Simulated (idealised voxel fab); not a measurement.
The process module that follows is named voxel ribs on slabs.
Cross-section cut: width 270 nm, square cells of 5 nm.
Cross-section layout: square cells on a grid; listed as bands, top to bottom; a band spans one or more cell rows.
Band entry format. Leading values: height of top, height of bottom, nm. Remainder: materials in left-to-right order, each with its width in nm. Special words: "full width" on a single material, which then fills the band edge to edge; "empty", empty space.
The reference from which all heights are counted is 0, the level beneath which the as-received wafer is entirely one material; the lowest band, having no lower bound, proceeds downward and is written after the example "0 -> down".
Per-row width for "30 to 40": begins at first number (top row of band), ends at second number (bottom row), increment between rows held constant.
The cross-section has no changed cell in any step marked "no alteration".
Empty spaces counting at least 8 cells and having no open way to the top are listed in "Closed void listing". The notation width x height at distance is used for each, the distance being from the left edge and all three values in nm.
What comes after the settings on a step's line is commentary from the simulator itself on that step.
overlay nm, on a step with a mask: how far to the right of its planned place the mask lay; to the left if negative
Intended process steps:
1,op RECEIVE | material Si
2,op DIRECTIONAL_DEP | material SiO2 | thk nm 20
3,op DIRECTIONAL_DEP | material SiN | thk nm 15
4,op MASKED_ETCH | tone cover | mask id RIB | width nm 15 | etch materials SiN | depth nm 5 | overlay nm 0
5,op DIRECTIONAL_DEP | material aC | thk nm 10
6,op PATTERN | tone cover | mask id SLAB | material resist | width nm 65 | thk nm 30 | overlay nm 0
7,op DIRECTIONAL_ETCH | etch materials aC | depth nm 10
8,op STRIP | etch materials resist
9,op DIRECTIONAL_ETCH | etch materials SiN | depth nm 10
10,op STRIP | etch materials aC
11,op FILL_DEP | material SiO2 | thk nm 20
12,op CMP | height nm 50
13,op DIRECTIONAL_DEP | material W | thk nm 5
14,op PATTERN | tone cover | mask id HEATER | material resist | width nm 25 | thk nm 20 | overlay nm 0
15,op DIRECTIONAL_ETCH | etch materials W | depth nm 5
16,op STRIP | etch materials resist
17,op CONFORMAL_DEP | material SiO2 | thk nm 10
Here's what the wafer looked like in cross-section when it arrived - that's after step 1:
* 0 -> down  Si full width
* Closed void listing: none
What the wafer looks like in cross-section after this module, when it starts as shown above and follows the plan above but one mistake is made in running it:
* 65 -> 60  empty 110 nm, SiO2 45 nm, empty 115 nm
* 60 -> 55  SiO2 full width
* 55 -> 50  SiO2 120 nm, W 25 nm, SiO2 125 nm
* 50 -> 40  SiO2 100 nm, SiN 65 nm, SiO2 105 nm
* 40 -> 0  SiO2 full width
* 0 -> down  Si full width
* Closed void listing: none
So what did we get wrong on this run? step 2 from the plan got run twice
